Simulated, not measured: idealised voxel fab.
process module | voxel wiring stack
cross-section cut | 205 nm wide | cells 5 nm
A cross-section is a grid of square cells, given in bands from the top down. A band is one or more rows of cells.
Each band's line starts with the height of the band's top and of its bottom, in nm. Then come its materials from left to right, each with its width in nm. One material with "throughout" fills the band from edge to edge. "air" is empty space.
Height 0 is the level under which the wafer as received is all one material. The lowest band goes on downwards, as in "0 down".
A width such as "30 to 40" changes by the same amount from each row of cells to the next, from the band's top row to its bottom row.
"no change" after a step means that no cell of the cross-section changed.
closed voids: empty space of 8 cells or more with no open way to the top, each as width x height at its distance from the left edge, in nm
after a step's settings: what the simulator itself notes on the step
overlay nm, on a step with a mask: how far to the right of its planned place the mask lay; to the left if negative
plan
1 op RECEIVE | material Si
2 op CONFORMAL_DEP | material SiO2 | thk nm 15
3 op DIRECTIONAL_DEP | material TiN | thk nm 5
4 op DIRECTIONAL_DEP | material W | thk nm 25
5 op PATTERN | tone cover | mask id METAL_1 | material resist | width nm 30 | pitch nm 55 | thk nm 15 | overlay nm 0
6 op DIRECTIONAL_ETCH | etch materials W | depth nm 25
7 op DIRECTIONAL_ETCH | etch materials TiN | depth nm 5
8 op STRIP | etch materials resist
9 op FILL_DEP | material lowk | thk nm 5
10 op CMP | height nm 45
11 op CONFORMAL_DEP | material SiCN | thk nm 5
12 op DIRECTIONAL_DEP | material SiO2 | thk nm 20
13 op DIRECTIONAL_DEP | material aC | thk nm 10
14 op PATTERN | tone open | mask id PLUG_1 | material resist | width nm 15 | pitch nm 110 | thk nm 30 | overlay nm 0
15 op DIRECTIONAL_ETCH | etch materials aC | depth nm 10
16 op STRIP | etch materials resist
17 op DIRECTIONAL_ETCH | etch materials SiO2 | depth nm 20
18 op DIRECTIONAL_ETCH | etch materials SiCN | depth nm 5
19 op STRIP | etch materials aC
20 op CONFORMAL_DEP | material TiN | thk nm 5
21 op FILL_DEP | material W | thk nm 5
22 op CMP | height nm 70
23 op DIRECTIONAL_DEP | material TiN | thk nm 5
24 op DIRECTIONAL_DEP | material W | thk nm 15
25 op PATTERN | tone cover | mask id METAL_2 | material resist | width nm 30 | pitch nm 55 | thk nm 20 | overlay nm 0
26 op DIRECTIONAL_ETCH | etch materials W | depth nm 15
27 op DIRECTIONAL_ETCH | etch materials TiN | depth nm 5
28 op STRIP | etch materials resist
29 op FILL_DEP | material SiO2 | thk nm 10
30 op CMP | height nm 90
31 op CONFORMAL_DEP | material SiCN | thk nm 5
32 op DIRECTIONAL_DEP | material lowk | thk nm 30
33 op PATTERN | tone open | mask id METAL_3_HOLES | material resist | width nm 15 | pitch nm 55 | thk nm 20 | overlay nm 0
34 op DIRECTIONAL_ETCH | etch materials lowk | depth nm 30
35 op STRIP | etch materials resist
36 op MASKED_ETCH | tone open | mask id METAL_3 | width nm 30 | pitch nm 55 | etch materials lowk | depth nm 15 | overlay nm 0
37 op MASKED_ETCH | tone open | mask id METAL_3 | width nm 30 | pitch nm 55 | etch materials SiCN | depth nm 5 | overlay nm 0
38 op CONFORMAL_DEP | material TiN | thk nm 5
39 op FILL_DEP | material Ru | thk nm 10
40 op CMP | height nm 125
41 op CONFORMAL_DEP | material SiN | thk nm 5
as received, after step 1
  0 down: Si throughout
  closed voids: none
first wafer at the end, as planned
  130 to 125: SiN throughout
  125 to 115: lowk 30 | TiN 5 | Ru 20 | TiN 5 | lowk 25 | TiN 5 | Ru 20 | TiN 5 | lowk 25 | TiN 5 | Ru 20 | TiN 5 | lowk 35
  115 to 110: lowk 30 | TiN 5 | Ru 5 | TiN 20 | lowk 25 | TiN 5 | Ru 5 | TiN 20 | lowk 25 | TiN 5 | Ru 5 | TiN 20 | lowk 35
  110 to 95: lowk 30 | TiN 5 | Ru 5 | TiN 5 | lowk 40 | TiN 5 | Ru 5 | TiN 5 | lowk 40 | TiN 5 | Ru 5 | TiN 5 | lowk 50
  95 to 90: SiCN 30 | TiN 15 | SiCN 40 | TiN 15 | SiCN 40 | TiN 15 | SiCN 50
  90 to 75: SiO2 30 | W 30 | SiO2 25 | W 30 | SiO2 25 | W 30 | SiO2 35
  75 to 70: SiO2 30 | TiN 30 | SiO2 25 | TiN 30 | SiO2 25 | TiN 30 | SiO2 35
  70 to 50: SiO2 30 | TiN 5 | W 5 | TiN 5 | SiO2 95 | TiN 5 | W 5 | TiN 5 | SiO2 50
  50 to 45: SiCN 30 | TiN 15 | SiCN 95 | TiN 15 | SiCN 50
  45 to 20: lowk 30 | W 30 | lowk 25 | W 30 | lowk 25 | W 30 | lowk 35
  20 to 15: lowk 30 | TiN 30 | lowk 25 | TiN 30 | lowk 25 | TiN 30 | lowk 35
  15 to 0: SiO2 throughout
  0 down: Si throughout
  closed voids: none
second wafer at the end: like start, like plan, one mistake
  130 to 125: SiN throughout
  125 to 115: lowk 30 | TiN 5 | Ru 20 | TiN 5 | lowk 25 | TiN 5 | Ru 20 | TiN 5 | lowk 25 | TiN 5 | Ru 20 | TiN 5 | lowk 35
  115 to 110: lowk 30 | TiN 5 | Ru 5 | TiN 20 | lowk 25 | TiN 5 | Ru 5 | TiN 20 | lowk 25 | TiN 5 | Ru 5 | TiN 20 | lowk 35
  110 to 95: lowk 30 | TiN 5 | Ru 5 | TiN 5 | lowk 40 | TiN 5 | Ru 5 | TiN 5 | lowk 40 | TiN 5 | Ru 5 | TiN 5 | lowk 50
  95 to 90: SiCN 30 | TiN 15 | SiCN 40 | TiN 15 | SiCN 40 | TiN 15 | SiCN 50
  90 to 75: SiO2 30 | W 30 | SiO2 25 | W 30 | SiO2 25 | W 30 | SiO2 35
  75 to 70: SiO2 30 | TiN 30 | SiO2 25 | TiN 30 | SiO2 25 | TiN 30 | SiO2 35
  70 to 65: SiCN 30 | TiN 15 | SiCN 95 | TiN 15 | SiCN 50
  65 to 45: SiO2 throughout
  45 to 20: lowk 30 | W 30 | lowk 25 | W 30 | lowk 25 | W 30 | lowk 35
  20 to 15: lowk 30 | TiN 30 | lowk 25 | TiN 30 | lowk 25 | TiN 30 | lowk 35
  15 to 0: SiO2 throughout
  0 down: Si throughout
  closed voids: none
what went wrong: steps 11 and 12 were swapped
at the end the second wafer has, in cells: 24 more of SiO2 | 16 fewer of TiN | 8 fewer of W
